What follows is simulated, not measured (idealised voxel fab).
Proc. module: voxel transistor to metal
Pictured: cross-section cut, 215 nm wide, on a grid of 5 nm square cells.
A cross-section is a grid of square cells, given in bands from the top down. A band is one or more rows of cells.
Quick guide to a band line: top height, bottom height (nm) up front; then every material left to right with its width in nm. Only one material and it's marked "full width"? Then it fills the band edge to edge. And "blank" just means empty space.
Measure heights from 0. That's the level where, below it, the as-received wafer is all one material. The lowest band is bottomless and extends downward; write it as in "0 -> down".
Quick explanation for "30..40": the width changes in equal steps down the rows of cells, from the first number in the band's top row to the second number in its bottom row.
Step note "same as before" = no cross-section cell changed.
The label "Enclosed void inventory" introduces a list of the empty spaces, 8 cells or larger, that have no open way up to the top; each entry in it reads width x height at distance, where the distance is taken from the left edge and all three are stated in nm.
Where a step's line continues beyond its settings, the continuation is a remark by the simulator itself on that step.
The optional step-line setting "overlay nm" applies to steps with a mask and quantifies how far to the right of its planned location the mask lay, a negative value indicating leftward placement.

Set out below are the planned steps of the process
1: RECEIVE: material Si
2: OXIDIZE: depth nm 5
3: CONFORMAL_DEP: material SiN, thk nm 10
4: DIRECTIONAL_DEP: material aC, thk nm 10
5: PATTERN: tone cover, mask id ACTIVE, material resist, width nm 120, thk nm 25, overlay nm 0
6: DIRECTIONAL_ETCH: etch materials aC, depth nm 10
7: STRIP: etch materials resist
8: DIRECTIONAL_ETCH: etch materials SiN, depth nm 10
9: DIRECTIONAL_ETCH: etch materials SiO2, depth nm 5
10: DIRECTIONAL_ETCH: etch materials Si, depth nm 25
11: STRIP: etch materials aC
12: FILL_DEP: material SiO2, thk nm 15
13: CMP: height nm 10
14: SELECTIVE_ETCH: etch materials SiO2, depth nm 5
15: STRIP: etch materials SiN
16: SELECTIVE_ETCH: etch materials SiO2, depth nm 5
17: OXIDIZE: depth nm 5
18: DIRECTIONAL_DEP: material polySi, thk nm 20
19: DIRECTIONAL_DEP: material SiCN, thk nm 10
20: MASKED_ETCH: tone cover, mask id GATE, width nm 30, etch materials SiCN, depth nm 20, overlay nm 0
21: MASKED_ETCH: tone cover, mask id GATE, width nm 30, etch materials polySi, depth nm 30, overlay nm 0
22: CONFORMAL_DEP: material SiO2, thk nm 5
23: DIRECTIONAL_ETCH: etch materials SiO2, depth nm 5
24: CONFORMAL_DEP: material SiN, thk nm 5
25: DIRECTIONAL_ETCH: etch materials SiN, depth nm 5
26: DIRECTIONAL_ETCH: etch materials SiO2, depth nm 5
27: EPI: material pSi, thk nm 5
28: FILL_DEP: material SiO2, thk nm 10
29: CMP: height nm 15
30: STRIP: etch materials polySi
31: SELECTIVE_ETCH: etch materials SiO2, depth nm 5
32: CONFORMAL_DEP: material HfO2, thk nm 5
33: CONFORMAL_DEP: material TiN, thk nm 5
34: FILL_DEP: material W, thk nm 10
35: CMP: height nm 10
36: DIRECTIONAL_DEP: material SiO2, thk nm 15
37: MASKED_ETCH: tone open, mask id CONTACT, width nm 20, pitch nm 90, etch materials SiO2, depth nm 30, overlay nm 0
38: CONFORMAL_DEP: material TiN, thk nm 5
39: FILL_DEP: material W, thk nm 10
40: CMP: height nm 25
41: CONFORMAL_DEP: material SiN, thk nm 5
42: DIRECTIONAL_DEP: material SiO2, thk nm 20
43: MASKED_ETCH: tone open, mask id METAL_1, width nm 20, pitch nm 90, etch materials SiO2, depth nm 20, overlay nm 0
44: MASKED_ETCH: tone open, mask id METAL_1, width nm 20, pitch nm 90, etch materials SiN, depth nm 5, overlay nm 0
45: CONFORMAL_DEP: material TiN, thk nm 5
46: FILL_DEP: material Ru, thk nm 5
47: CMP: height nm 50
48: CONFORMAL_DEP: material SiCN, thk nm 5

Step 1 complete: cross-section of the wafer as received
  0 -> down: Si full width
  Enclosed void inventory: none

This is how the wafer looks in cross-section once the module is done, given the starting state and plan above and one mistake in carrying the plan out
  55 -> 50: SiCN full width
  50 -> 30: SiO2 50 | TiN 5 | Ru 10 | TiN 5 | SiO2 70 | TiN 5 | Ru 10 | TiN 5 | SiO2 55
  30 -> 25: SiN 50 | TiN 20 | SiN 70 | TiN 20 | SiN 55
  25 -> 10: SiO2 40 | TiN 5 | W 10 | TiN 5 | SiO2 70 | TiN 5 | W 10 | TiN 5 | SiO2 65
  10 -> 5: SiO2 40 | TiN 5 | W 10 | TiN 5 | SiO2 20 | SiN 5 | HfO2 5 | TiN 5 | W 20 | TiN 5 | HfO2 5 | SiN 5 | TiN 5 | W 10 | TiN 5 | SiO2 65
  5 -> 0: SiO2 40 | TiN 20 | SiO2 20 | SiN 5 | HfO2 5 | TiN 5 | W 20 | TiN 5 | HfO2 5 | SiN 5 | TiN 5 | W 10 | TiN 5 | SiO2 65
  0 -> -5: SiO2 40 | TiN 5 | SiN 5 | TiN 10 | SiO2 20 | SiN 5 | HfO2 5 | TiN 30 | HfO2 5 | SiN 5 | TiN 20 | SiO2 10 | SiN 5 | SiO2 50
  -5 -> -10: SiO2 50 | pSi 30 | SiO2 5 | HfO2 40 | SiO2 5 | pSi 30 | SiO2 55
  -10 -> -30: SiO2 45 | Si 120 | SiO2 50
  -30 -> down: Si full width
  Enclosed void inventory: none
What was done differently from what was planned? planned and actual differ for step 37; actual: MASKED_ETCH: tone open, mask id CONTACT, width nm 20, pitch nm 90, etch materials SiO2, depth nm 30, overlay nm -10
